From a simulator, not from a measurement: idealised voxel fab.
This is a process module. Its name is voxel capacitor over wiring.
Square cells of 5 nm make up the cross-section cut, whose width is 195 nm.
When this document writes out a cross-section, it uses a grid of square cells and lists it as bands, beginning at the top and moving down, with a band standing for one or more rows of cells. Top, bottom (nm), then materials left to right with widths (nm); lone material tagged "everywhere" fills the whole band edge to edge; "blank" = empty space. Heights from 0 (as-received wafer is one material below). Bottom band endless downward, as "0..down". A width given as "30->40" starts at the first number in the band's top row and ends at the second number in its bottom row, shifting by an equal amount at every step from row to row. Key: "no modification" - step with no changed cell in the cross-section. If an empty space has no open way to the top and is at least 8 cells in size, "Closed void entries" lists it, written width x height at distance, where distance is measured from the left edge and every value is in nm. Text after the settings on a step's line: the simulator's own remark on that step. What "overlay nm" on a step's line means: if the step has a mask, that mask lay this far to the right of its planned place, or, when the value is negative, to the left.
The following list gives the planned process steps
1) RECEIVE,material Si
2) CONFORMAL_DEP,material SiO2,thk nm 15
3) CONFORMAL_DEP,material SiN,thk nm 5
4) DIRECTIONAL_DEP,material SiO2,thk nm 20
5) DIRECTIONAL_DEP,material aC,thk nm 15
6) PATTERN,tone open,mask id METAL_1,material resist,width nm 25,pitch nm 75,thk nm 35,overlay nm 0
7) DIRECTIONAL_ETCH,etch materials aC,depth nm 15
8) STRIP,etch materials resist
9) DIRECTIONAL_ETCH,etch materials SiO2,depth nm 20
10) DIRECTIONAL_ETCH,etch materials SiN,depth nm 5
11) STRIP,etch materials aC
12) CONFORMAL_DEP,material TiN,thk nm 5
13) FILL_DEP,material Ru,thk nm 5
14) CMP,height nm 40
15) CONFORMAL_DEP,material SiCN,thk nm 5
16) DIRECTIONAL_DEP,material lowk,thk nm 10
17) MASKED_ETCH,tone open,mask id PLUG_1,width nm 15,etch materials lowk,depth nm 10,overlay nm 0
18) MASKED_ETCH,tone open,mask id PLUG_1,width nm 15,etch materials SiCN,depth nm 5,overlay nm 0
19) EPI,material Ru,thk nm 10
20) EPI,material Ru,thk nm 5
21) DIRECTIONAL_DEP,material TiN,thk nm 10
22) DIRECTIONAL_DEP,material HfO2,thk nm 5
23) DIRECTIONAL_DEP,material TiN,thk nm 10
24) PATTERN,tone cover,mask id UPPER_PLATE,material resist,width nm 55,thk nm 15,overlay nm 0
25) DIRECTIONAL_ETCH,etch materials TiN,depth nm 10
26) DIRECTIONAL_ETCH,etch materials HfO2,depth nm 5
27) STRIP,etch materials resist
28) PATTERN,tone cover,mask id LOWER_PLATE,material resist,width nm 65,thk nm 15,overlay nm 0
29) DIRECTIONAL_ETCH,etch materials TiN,depth nm 10
30) STRIP,etch materials resist
31) FILL_DEP,material SiO2,thk nm 20
32) CMP,height nm 95
33) PATTERN,tone open,mask id PLUG_2,material resist,width nm 15,thk nm 20,overlay nm 0
34) DIRECTIONAL_ETCH,etch materials SiO2,depth nm 15
35) STRIP,etch materials resist
36) CONFORMAL_DEP,material TiN,thk nm 5
37) FILL_DEP,material Ru,thk nm 5
38) CMP,height nm 95
39) CONFORMAL_DEP,material SiCN,thk nm 5
This is the cross-section of the wafer as we received it, i.e. after step 1
* 0..down = Si everywhere
* Closed void entries: none
Result of the module, cross-sectioned: start per above, plan per above, one error in how it was run
* 100..95 = SiCN everywhere
* 95..85 = 65 of SiO2, 5 of TiN, 5 of Ru, 5 of TiN, 115 of SiO2
* 85..80 = 65 of SiO2, 15 of TiN, 115 of SiO2
* 80..75 = 55 of SiO2, 55 of HfO2, 85 of SiO2
* 75..65 = 50 of SiO2, 65 of TiN, 80 of SiO2
* 65..55 = TiN everywhere
* 55..45 = 55 of lowk, 15 of Ru, 125 of lowk
* 45..40 = 55 of SiCN, 15 of Ru, 125 of SiCN
* 40..20 = 45 of SiO2, 5 of TiN, 15 of Ru, 5 of TiN, 50 of SiO2, 5 of TiN, 15 of Ru, 5 of TiN, 50 of SiO2
* 20..15 = 45 of SiN, 25 of TiN, 50 of SiN, 25 of TiN, 50 of SiN
* 15..0 = SiO2 everywhere
* 0..down = Si everywhere
* Closed void entries: none
In executing the process, a mistake was made relative to the plan: the executed order of steps 22 and 23 is the reverse of that specified in the plan, each step having taken the other's position
